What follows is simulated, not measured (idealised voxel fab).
Process module name: voxel ribs on slabs
The width of the displayed cross-section, cut, is 260 nm; its cells are square, with a size of 5 nm.
In what follows, cross-sections appear as grids of square cells, described through bands that run from the top down, where every band is one or more rows of cells. Band entry format. Leading values: height of top, height of bottom, nm. Remainder: materials in left-to-right order, each with its width in nm. Special words: "edge to edge" on a single material, which then fills the band edge to edge; "blank", empty space. Heights are measured from 0, the level below which the as-received wafer is all one material; the lowest band has no bottom and continues downward, written as in "0 nm and below". When a width is written as two numbers, as in "30->40", the first number is the width in the top row of cells of the band and the second is the width in its bottom row, and the width changes by the same amount from each row to the next. When a step is marked "nothing got changed", none of the cells in the cross-section changed during that step. Any empty space of 8 cells or more lacking an open way to the top shows up in "Internal closed voids" as width x height at distance, distance from the left edge, in nm. The remark found on a step's line after its settings is issued by the simulator itself and pertains to that step. overlay nm: right-of-plan distance of the mask on a masked step; negative values mean left-of-plan.

## Steps planned for the process
1: RECEIVE: material Si
2: DIRECTIONAL_DEP: material SiO2, thk nm 30
3: DIRECTIONAL_DEP: material SiN, thk nm 20
4: DIRECTIONAL_DEP: material aC, thk nm 10
5: PATTERN: tone cover, mask id RIB, material resist, width nm 20, thk nm 25, overlay nm 0
6: DIRECTIONAL_ETCH: etch materials aC, depth nm 10
7: STRIP: etch materials resist
8: DIRECTIONAL_ETCH: etch materials SiN, depth nm 5
9: STRIP: etch materials aC
10: PATTERN: tone cover, mask id SLAB, material resist, width nm 70, thk nm 15, overlay nm 0
11: DIRECTIONAL_ETCH: etch materials SiN, depth nm 15
12: STRIP: etch materials resist
13: FILL_DEP: material SiO2, thk nm 30
14: CMP: height nm 70
15: DIRECTIONAL_DEP: material TiN, thk nm 5
16: MASKED_ETCH: tone cover, mask id HEATER, width nm 30, etch materials TiN, depth nm 5, overlay nm 0
17: CONFORMAL_DEP: material SiO2, thk nm 5

## Cross-section of the wafer as it came to us, i.e., already through step 1
  0 nm and below  Si edge to edge
  Internal closed voids: none

## Cross-section, end of module. Start: as above. Plan: as above. Execution: one mistake
  80 nm to 75 nm  blank 110  SiO2 40  blank 110
  75 nm to 70 nm  SiO2 115  TiN 30  SiO2 115
  70 nm to 50 nm  SiO2 edge to edge
  50 nm to 45 nm  SiO2 115  SiN 30  SiO2 115
  45 nm to 30 nm  SiO2 95  SiN 70  SiO2 95
  30 nm to 0 nm  SiO2 edge to edge
  0 nm and below  Si edge to edge
  Internal closed voids: none
Where did the run depart from the plan? step 5 changed vs plan, executed as PATTERN: tone cover, mask id RIB, material resist, width nm 30, thk nm 25, overlay nm 0
